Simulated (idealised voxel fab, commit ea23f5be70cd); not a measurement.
A process module follows: voxel ribs on slabs.
In the cross-section labelled cut, the width is 190 nm and each square cell is 5 nm.
The cross-sections in this document take the form of a grid made of square cells. They are written out as bands, in order from top to bottom. Each band consists of one or more rows of cells. Per band: top height and bottom height in nm, followed by the left-to-right materials and their widths in nm; "everywhere" marks a single material spanning edge to edge, "empty" marks empty space. We count height from 0. Below that, the starting wafer is all one material. The lowest band never ends at the bottom but goes on down; see "0..down" for how that is written. It should be noted that a width expressed as "30->40" varies in equal increments from row to row of cells within the band, taking the value of the first number at the top row and that of the second number at the bottom row. A step reported as "remained unchanged" is a step in which no cell of the cross-section changed. The entry titled "closed voids" provides the empty spaces that have no open way to the top, restricted to those of 8 cells or more. Each is presented as width x height at distance, the distance being measured from the left edge, with all three in nm. Text after the settings on a step's line: the simulator's own remark on that step. On any step carrying a mask, the "overlay nm" setting, if present on the step's line, tells how far right of its planned place the mask lay; negative values point to the left.
The process steps that were planned are listed below
1,RECEIVE,material Si
2,DIRECTIONAL_DEP,material SiO2,thk nm 20
3,DIRECTIONAL_DEP,material SiN,thk nm 25
4,PATTERN,tone cover,mask id RIB,material resist,width nm 20,thk nm 15,overlay nm 0
5,DIRECTIONAL_ETCH,etch materials SiN,depth nm 10
6,STRIP,etch materials resist
7,PATTERN,tone cover,mask id SLAB,material resist,width nm 60,thk nm 20,overlay nm 0
8,DIRECTIONAL_ETCH,etch materials SiN,depth nm 15
9,STRIP,etch materials resist
10,FILL_DEP,material SiO2,thk nm 25
11,CMP,height nm 60
12,DIRECTIONAL_DEP,material TiN,thk nm 5
13,DIRECTIONAL_DEP,material aC,thk nm 15
14,PATTERN,tone cover,mask id HEATER,material resist,width nm 30,thk nm 30,overlay nm 0
15,DIRECTIONAL_ETCH,etch materials aC,depth nm 15
16,STRIP,etch materials resist
17,DIRECTIONAL_ETCH,etch materials TiN,depth nm 5
18,STRIP,etch materials aC
19,CONFORMAL_DEP,material SiO2,thk nm 10
Split variable: width nm, step 7. Plan value = first wafer. Wafers start alike.
Received wafers, first of several: cross-section after step 1
0..down = Si everywhere
closed voids: none
Once step 19, the last step, is complete, the module is at its end; this is the cross-section of the first of several wafers
75..70 = 70 empty, 50 SiO2, 70 empty
70..65 = SiO2 everywhere
65..60 = 80 SiO2, 30 TiN, 80 SiO2
60..45 = SiO2 everywhere
45..35 = 85 SiO2, 20 SiN, 85 SiO2
35..20 = 65 SiO2, 60 SiN, 65 SiO2
20..0 = SiO2 everywhere
0..down = Si everywhere
closed voids: none
So this is the cross-section on the last wafer at the end of the module
75..70 = 70 empty, 50 SiO2, 70 empty
70..65 = SiO2 everywhere
65..60 = 80 SiO2, 30 TiN, 80 SiO2
60..45 = SiO2 everywhere
45..35 = 85 SiO2, 20 SiN, 85 SiO2
35..20 = 55 SiO2, 85 SiN, 50 SiO2
20..0 = SiO2 everywhere
0..down = Si everywhere
closed voids: none
Rows = wafers. At module end, each row lists per material the cells gained (+) or lost (-) since the wafer was received, then the closed voids
width nm 60 | +44 SiN | +492 SiO2 | +6 TiN | closed voids: none
width nm 65 | +47 SiN | +489 SiO2 | +6 TiN | closed voids: none
width nm 70 | +50 SiN | +486 SiO2 | +6 TiN | closed voids: none
width nm 75 | +53 SiN | +483 SiO2 | +6 TiN | closed voids: none
width nm 80 | +56 SiN | +480 SiO2 | +6 TiN | closed voids: none
width nm 85 | +59 SiN | +477 SiO2 | +6 TiN | closed voids: none
